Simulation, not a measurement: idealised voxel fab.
Documented hereafter: the process module known as voxel wiring stack.
Square cell edge 5 nm, section width 225 nm, ID cut.
When this document writes out a cross-section, it uses a grid of square cells and lists it as bands, beginning at the top and moving down, with a band standing for one or more rows of cells.
Basically the band line says how high the top is and how high the bottom is, in nm, and then what's in it from left to right, every material with its width in nm. Empty space shows up as "empty", and if a single material carries "all across" it runs the full band edge to edge.
Convention: height 0 is the level below which the wafer, as received, is all one material. The lowest band does not terminate at the bottom but continues downward, represented as "0 nm and below".
A width such as "30..40" changes by the same amount from each row of cells to the next, from the band's top row to its bottom row.
Step marked "no change occurred"? Then no cell in the cross-section changed in it.
"Sealed void inventory" - sealed voids, min. 8 cells, no opening to top; format: width x height at distance (distance from left edge; nm throughout).
It should be noted that, on the line of a given step, the content following the step's settings is a remark produced by the simulator itself with respect to that step.
overlay nm: where the mask lay relative to plan, measured to the right, on steps with a mask; negatives go left.
Planned process steps:
1) RECEIVE with material Si
2) CONFORMAL_DEP with material SiO2, thk nm 15
3) CONFORMAL_DEP with material SiN, thk nm 5
4) DIRECTIONAL_DEP with material lowk, thk nm 20
5) MASKED_ETCH with tone open, mask id METAL_1, width nm 25, pitch nm 55, etch materials lowk, depth nm 20, overlay nm 0
6) MASKED_ETCH with tone open, mask id METAL_1, width nm 25, pitch nm 55, etch materials SiN, depth nm 5, overlay nm 0
7) CONFORMAL_DEP with material TiN, thk nm 5
8) FILL_DEP with material Cu, thk nm 5
9) CMP with height nm 40
10) EPI with material Ru, thk nm 5
11) FILL_DEP with material SiCN, thk nm 5
12) DIRECTIONAL_DEP with material SiO2, thk nm 20
13) MASKED_ETCH with tone open, mask id PLUG_1, width nm 15, etch materials SiO2, depth nm 20, overlay nm 0
14) MASKED_ETCH with tone open, mask id PLUG_1, width nm 15, etch materials SiCN, depth nm 5, overlay nm 0
15) CONFORMAL_DEP with material TiN, thk nm 5
16) FILL_DEP with material Cu, thk nm 5
17) CMP with height nm 70
18) DIRECTIONAL_DEP with material TiN, thk nm 5
19) DIRECTIONAL_DEP with material W, thk nm 25
20) DIRECTIONAL_DEP with material aC, thk nm 10
21) PATTERN with tone cover, mask id METAL_2, material resist, width nm 25, pitch nm 55, thk nm 30, overlay nm 0
22) DIRECTIONAL_ETCH with etch materials aC, depth nm 10
23) STRIP with etch materials resist
24) DIRECTIONAL_ETCH with etch materials W, depth nm 25
25) DIRECTIONAL_ETCH with etch materials TiN, depth nm 5
26) STRIP with etch materials aC
27) FILL_DEP with material lowk, thk nm 5
28) CMP with height nm 100
29) CONFORMAL_DEP with material SiCN, thk nm 5
30) DIRECTIONAL_DEP with material lowk, thk nm 30
31) PATTERN with tone open, mask id METAL_3, material resist, width nm 25, pitch nm 55, thk nm 20, overlay nm 0
32) DIRECTIONAL_ETCH with etch materials lowk, depth nm 15
33) STRIP with etch materials resist
34) MASKED_ETCH with tone open, mask id METAL_3_HOLES, width nm 15, etch materials lowk, depth nm 15, overlay nm 0
35) MASKED_ETCH with tone open, mask id METAL_3_HOLES, width nm 15, etch materials SiCN, depth nm 5, overlay nm 0
36) CONFORMAL_DEP with material TiN, thk nm 5
37) FILL_DEP with material Cu, thk nm 5
38) CMP with height nm 135
39) CONFORMAL_DEP with material SiCN, thk nm 5
40) DIRECTIONAL_DEP with material lowk, thk nm 15
41) MASKED_ETCH with tone open, mask id PLUG_3, width nm 15, pitch nm 55, etch materials lowk, depth nm 15, overlay nm 0
42) MASKED_ETCH with tone open, mask id PLUG_3, width nm 15, pitch nm 55, etch materials SiCN, depth nm 5, overlay nm 0
43) EPI with material Ru, thk nm 10
44) EPI with material Ru, thk nm 10
45) CONFORMAL_DEP with material SiN, thk nm 5
46) DIRECTIONAL_DEP with material SiO2, thk nm 15
47) MASKED_ETCH with tone open, mask id METAL_4, width nm 25, pitch nm 55, etch materials SiO2, depth nm 15, overlay nm 0
48) MASKED_ETCH with tone open, mask id METAL_4, width nm 25, pitch nm 55, etch materials SiN, depth nm 5, overlay nm 0
49) CONFORMAL_DEP with material TiN, thk nm 5
50) FILL_DEP with material Ru, thk nm 5
51) CMP with height nm 175
52) CONFORMAL_DEP with material SiN, thk nm 5
What sets these wafers apart? The width nm at step 13. They all start alike, and the plan carries the first wafer's value.
The first of several wafers, as received after step 1, seen in section:
  0 nm and below | Si all across
  Sealed void inventory: none
Here's the first of several wafers in cross-section, end of the module, after the last step, step 52:
  180 nm to 175 nm | SiN all across
  175 nm to 160 nm | 70 of SiO2 | 5 of TiN | 15 of Ru | 5 of TiN | 30 of SiO2 | 5 of TiN | 15 of Ru | 5 of TiN | 75 of SiO2
  160 nm to 155 nm | 70 of SiN | 25 of TiN | 30 of SiN | 25 of TiN | 75 of SiN
  155 nm to 140 nm | 70 of lowk | 15 of Ru | 40 of lowk | 15 of Ru | 85 of lowk
  140 nm to 135 nm | 70 of SiCN | 15 of Ru | 40 of SiCN | 15 of Ru | 85 of SiCN
  135 nm to 125 nm | 70 of lowk | 5 of TiN | 15 of Cu | 5 of TiN | 30 of lowk | 5 of TiN | 15 of Cu | 5 of TiN | 75 of lowk
  125 nm to 120 nm | 70 of lowk | 5 of TiN | 5 of Cu | 15 of TiN | 30 of lowk | 25 of TiN | 75 of lowk
  120 nm to 105 nm | 70 of lowk | 5 of TiN | 5 of Cu | 5 of TiN | 140 of lowk
  105 nm to 100 nm | 70 of SiCN | 15 of TiN | 140 of SiCN
  100 nm to 75 nm | 70 of lowk | 25 of W | 30 of lowk | 25 of W | 75 of lowk
  75 nm to 70 nm | 70 of lowk | 25 of TiN | 30 of lowk | 25 of TiN | 75 of lowk
  70 nm to 50 nm | 70 of SiO2 | 5 of TiN | 5 of Cu | 5 of TiN | 140 of SiO2
  50 nm to 45 nm | 70 of SiCN | 15 of TiN | 140 of SiCN
  45 nm to 40 nm | 65 of SiCN | 35 of Ru | 20 of SiCN | 35 of Ru | 70 of SiCN
  40 nm to 20 nm | 70 of lowk | 5 of TiN | 15 of Cu | 5 of TiN | 30 of lowk | 5 of TiN | 15 of Cu | 5 of TiN | 75 of lowk
  20 nm to 15 nm | 70 of SiN | 25 of TiN | 30 of SiN | 25 of TiN | 75 of SiN
  15 nm to 0 nm | SiO2 all across
  0 nm and below | Si all across
  Sealed void inventory: none
Wafer cross-section (last wafer, module end):
  180 nm to 175 nm | SiN all across
  175 nm to 160 nm | 70 of SiO2 | 5 of TiN | 15 of Ru | 5 of TiN | 30 of SiO2 | 5 of TiN | 15 of Ru | 5 of TiN | 75 of SiO2
  160 nm to 155 nm | 70 of SiN | 25 of TiN | 30 of SiN | 25 of TiN | 75 of SiN
  155 nm to 140 nm | 70 of lowk | 15 of Ru | 40 of lowk | 15 of Ru | 85 of lowk
  140 nm to 135 nm | 70 of SiCN | 15 of Ru | 40 of SiCN | 15 of Ru | 85 of SiCN
  135 nm to 125 nm | 70 of lowk | 5 of TiN | 15 of Cu | 5 of TiN | 30 of lowk | 5 of TiN | 15 of Cu | 5 of TiN | 75 of lowk
  125 nm to 120 nm | 70 of lowk | 5 of TiN | 5 of Cu | 15 of TiN | 30 of lowk | 25 of TiN | 75 of lowk
  120 nm to 105 nm | 70 of lowk | 5 of TiN | 5 of Cu | 5 of TiN | 140 of lowk
  105 nm to 100 nm | 70 of SiCN | 15 of TiN | 140 of SiCN
  100 nm to 75 nm | 70 of lowk | 25 of W | 30 of lowk | 25 of W | 75 of lowk
  75 nm to 70 nm | 70 of lowk | 25 of TiN | 30 of lowk | 25 of TiN | 75 of lowk
  70 nm to 55 nm | 65 of SiO2 | 5 of TiN | 20 of Cu | 5 of TiN | 130 of SiO2
  55 nm to 50 nm | 65 of SiO2 | 10 of TiN | 5 of Cu | 15 of TiN | 130 of SiO2
  50 nm to 45 nm | 70 of SiCN | 15 of TiN | 140 of SiCN
  45 nm to 40 nm | 65 of SiCN | 35 of Ru | 20 of SiCN | 35 of Ru | 70 of SiCN
  40 nm to 20 nm | 70 of lowk | 5 of TiN | 15 of Cu | 5 of TiN | 30 of lowk | 5 of TiN | 15 of Cu | 5 of TiN | 75 of lowk
  20 nm to 15 nm | 70 of SiN | 25 of TiN | 30 of SiN | 25 of TiN | 75 of SiN
  15 nm to 0 nm | SiO2 all across
  0 nm and below | Si all across
  Sealed void inventory: none
Quick key for the table: a row per wafer, taken at the end of the module. For each material it tells you how many cells the wafer gained (+) or lost (-) since it came in, and the closed voids come after:
width nm 15 | +44 Cu | +56 Ru | +154 SiCN | +115 SiN | +408 SiO2 | +95 TiN | +50 W | +698 lowk | Sealed void inventory: none
width nm 20 | +47 Cu | +56 Ru | +154 SiCN | +115 SiN | +404 SiO2 | +96 TiN | +50 W | +698 lowk | Sealed void inventory: none
width nm 25 | +50 Cu | +56 Ru | +154 SiCN | +115 SiN | +400 SiO2 | +97 TiN | +50 W | +698 lowk | Sealed void inventory: none
width nm 30 | +53 Cu | +56 Ru | +154 SiCN | +115 SiN | +396 SiO2 | +98 TiN | +50 W | +698 lowk | Sealed void inventory: none
